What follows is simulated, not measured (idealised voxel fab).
process module | voxel trench capacitor
Square cell edge 5 nm, section width 250 nm, ID cut.
Just so we're on the same page, the cross-sections are grids of square cells, and they're listed out in bands top to bottom, each band one or more rows deep.
Band entry format. Leading values: height of top, height of bottom, nm. Remainder: materials in left-to-right order, each with its width in nm. Special words: "full width" on a single material, which then fills the band edge to edge; "blank", empty space.
Heights are measured from 0, the level below which the as-received wafer is all one material; the lowest band has no bottom and continues downward, written as in "0 down".
So if you see something like "30 to 40" for the width, read it as the top row of the band sitting at the first number and the bottom row at the second, with every row in between moving by the same amount as the last.
Where a step carries "no change occurred", the cross-section came out of it unchanged, cell for cell.
Under "Closed void list" you'll find the enclosed gaps, the ones with no way out to the top, that are 8 cells or bigger; each reads width x height at distance, with distance counted from the left edge, everything in nm.
Heads up: the bit after the settings on a step's line is the simulator's remark on that step.
overlay nm: where the mask lay relative to plan, measured to the right, on steps with a mask; negatives go left.

Steps in the process plan
1) RECEIVE with material Si
2) CONFORMAL_DEP with material SiN, thk nm 10
3) DIRECTIONAL_DEP with material aC, thk nm 10
4) PATTERN with tone open, mask id TRENCH, material resist, width nm 15, pitch nm 40, thk nm 25, overlay nm 0
5) DIRECTIONAL_ETCH with etch materials aC, depth nm 10
6) STRIP with etch materials resist
7) DIRECTIONAL_ETCH with etch materials SiN, depth nm 10
8) DIRECTIONAL_ETCH with etch materials Si, depth nm 40
9) STRIP with etch materials aC
10) CONFORMAL_DEP with material SiO2, thk nm 5
11) FILL_DEP with material polySi, thk nm 10
12) CMP with height nm 10

First of two wafers - as planned

Shown in cross-section is the wafer as received, that is, as it stands after step 1
    0 down: Si full width
    Closed void list: none

Wafer after step 2 (cross-section)
    10 to 0: SiN full width
    Anything lower than 0 is untouched.

Wafer after step 3 (cross-section)
    20 to 10: aC full width
    Anything lower than 10 is untouched.

Wafer after step 4 (cross-section)
    45 to 20: resist 75 nm; blank 15 nm; resist 25 nm; blank 15 nm; resist 25 nm; blank 15 nm; resist 80 nm
    Anything lower than 20 is untouched.

Wafer after step 5 (cross-section)
    35 to 20: resist 75 nm; blank 15 nm; resist 25 nm; blank 15 nm; resist 25 nm; blank 15 nm; resist 80 nm
    20 to 10: aC 75 nm; blank 15 nm; aC 25 nm; blank 15 nm; aC 25 nm; blank 15 nm; aC 80 nm
    Anything lower than 10 is untouched.

Wafer after step 6 (cross-section)
    20 to 10: aC 75 nm; blank 15 nm; aC 25 nm; blank 15 nm; aC 25 nm; blank 15 nm; aC 80 nm
    Anything lower than 10 is untouched.

Wafer after step 7 (cross-section)
    20 to 10: aC 75 nm; blank 15 nm; aC 25 nm; blank 15 nm; aC 25 nm; blank 15 nm; aC 80 nm
    10 to 0: SiN 75 nm; blank 15 nm; SiN 25 nm; blank 15 nm; SiN 25 nm; blank 15 nm; SiN 80 nm
    Anything lower than 0 is untouched.

Wafer after step 8 (cross-section)
    20 to 10: aC 75 nm; blank 15 nm; aC 25 nm; blank 15 nm; aC 25 nm; blank 15 nm; aC 80 nm
    10 to 0: SiN 75 nm; blank 15 nm; SiN 25 nm; blank 15 nm; SiN 25 nm; blank 15 nm; SiN 80 nm
    0 to -40: Si 75 nm; blank 15 nm; Si 25 nm; blank 15 nm; Si 25 nm; blank 15 nm; Si 80 nm
    Anything lower than -40 is untouched.

Wafer after step 9 (cross-section)
    10 to 0: SiN 75 nm; blank 15 nm; SiN 25 nm; blank 15 nm; SiN 25 nm; blank 15 nm; SiN 80 nm
    Anything lower than 0 is untouched.

Wafer after step 10 (cross-section)
    15 to 10: SiO2 80 nm; blank 5 nm; SiO2 35 nm; blank 5 nm; SiO2 35 nm; blank 5 nm; SiO2 85 nm
    10 to 0: SiN 75 nm; SiO2 5 nm; blank 5 nm; SiO2 5 nm; SiN 25 nm; SiO2 5 nm; blank 5 nm; SiO2 5 nm; SiN 25 nm; SiO2 5 nm; blank 5 nm; SiO2 5 nm; SiN 80 nm
    0 to -35: Si 75 nm; SiO2 5 nm; blank 5 nm; SiO2 5 nm; Si 25 nm; SiO2 5 nm; blank 5 nm; SiO2 5 nm; Si 25 nm; SiO2 5 nm; blank 5 nm; SiO2 5 nm; Si 80 nm
    -35 to -40: Si 75 nm; SiO2 15 nm; Si 25 nm; SiO2 15 nm; Si 25 nm; SiO2 15 nm; Si 80 nm
    Anything lower than -40 is untouched.

Wafer after step 11 (cross-section)
    25 to 15: polySi full width
    15 to 10: SiO2 80 nm; polySi 5 nm; SiO2 35 nm; polySi 5 nm; SiO2 35 nm; polySi 5 nm; SiO2 85 nm
    10 to 0: SiN 75 nm; SiO2 5 nm; polySi 5 nm; SiO2 5 nm; SiN 25 nm; SiO2 5 nm; polySi 5 nm; SiO2 5 nm; SiN 25 nm; SiO2 5 nm; polySi 5 nm; SiO2 5 nm; SiN 80 nm
    0 to -35: Si 75 nm; SiO2 5 nm; polySi 5 nm; SiO2 5 nm; Si 25 nm; SiO2 5 nm; polySi 5 nm; SiO2 5 nm; Si 25 nm; SiO2 5 nm; polySi 5 nm; SiO2 5 nm; Si 80 nm
    Anything lower than -35 is untouched.

Wafer after step 12 (cross-section)
    10 to 0: SiN 75 nm; SiO2 5 nm; polySi 5 nm; SiO2 5 nm; SiN 25 nm; SiO2 5 nm; polySi 5 nm; SiO2 5 nm; SiN 25 nm; SiO2 5 nm; polySi 5 nm; SiO2 5 nm; SiN 80 nm
    Anything lower than 0 is untouched.

Wafer two. Identical start, identical plan. One mistake in execution. Identical history through step 7

Second wafer: cross-section at the scheduled end of step 8
    20 to 10: aC 75 nm; blank 15 nm; aC 25 nm; blank 15 nm; aC 25 nm; blank 15 nm; aC 80 nm
    10 to 0: SiN 75 nm; blank 15 nm; SiN 25 nm; blank 15 nm; SiN 25 nm; blank 15 nm; SiN 80 nm
    0 to -45: Si 75 nm; blank 15 nm; Si 25 nm; blank 15 nm; Si 25 nm; blank 15 nm; Si 80 nm
    Anything lower than -45 is untouched.

Second wafer: cross-section at the scheduled end of step 9
    10 to 0: SiN 75 nm; blank 15 nm; SiN 25 nm; blank 15 nm; SiN 25 nm; blank 15 nm; SiN 80 nm
    Anything lower than 0 is untouched.

Second wafer: cross-section at the scheduled end of step 10
    15 to 10: SiO2 80 nm; blank 5 nm; SiO2 35 nm; blank 5 nm; SiO2 35 nm; blank 5 nm; SiO2 85 nm
    10 to 0: SiN 75 nm; SiO2 5 nm; blank 5 nm; SiO2 5 nm; SiN 25 nm; SiO2 5 nm; blank 5 nm; SiO2 5 nm; SiN 25 nm; SiO2 5 nm; blank 5 nm; SiO2 5 nm; SiN 80 nm
    0 to -40: Si 75 nm; SiO2 5 nm; blank 5 nm; SiO2 5 nm; Si 25 nm; SiO2 5 nm; blank 5 nm; SiO2 5 nm; Si 25 nm; SiO2 5 nm; blank 5 nm; SiO2 5 nm; Si 80 nm
    -40 to -45: Si 75 nm; SiO2 15 nm; Si 25 nm; SiO2 15 nm; Si 25 nm; SiO2 15 nm; Si 80 nm
    Anything lower than -45 is untouched.

Second wafer: cross-section at the scheduled end of step 11
    25 to 15: polySi full width
    15 to 10: SiO2 80 nm; polySi 5 nm; SiO2 35 nm; polySi 5 nm; SiO2 35 nm; polySi 5 nm; SiO2 85 nm
    10 to 0: SiN 75 nm; SiO2 5 nm; polySi 5 nm; SiO2 5 nm; SiN 25 nm; SiO2 5 nm; polySi 5 nm; SiO2 5 nm; SiN 25 nm; SiO2 5 nm; polySi 5 nm; SiO2 5 nm; SiN 80 nm
    0 to -40: Si 75 nm; SiO2 5 nm; polySi 5 nm; SiO2 5 nm; Si 25 nm; SiO2 5 nm; polySi 5 nm; SiO2 5 nm; Si 25 nm; SiO2 5 nm; polySi 5 nm; SiO2 5 nm; Si 80 nm
    Anything lower than -40 is untouched.

Second wafer: cross-section at the scheduled end of step 12
    10 to 0: SiN 75 nm; SiO2 5 nm; polySi 5 nm; SiO2 5 nm; SiN 25 nm; SiO2 5 nm; polySi 5 nm; SiO2 5 nm; SiN 25 nm; SiO2 5 nm; polySi 5 nm; SiO2 5 nm; SiN 80 nm
    Anything lower than 0 is untouched.
So what did we get wrong on this run? step 8 did not use the planned setting and instead ran as DIRECTIONAL_ETCH with etch materials Si, depth nm 45
FYI, end of process, the second wafer has more or fewer cells of some materials than the first: -9 Si; +6 SiO2; +3 polySi
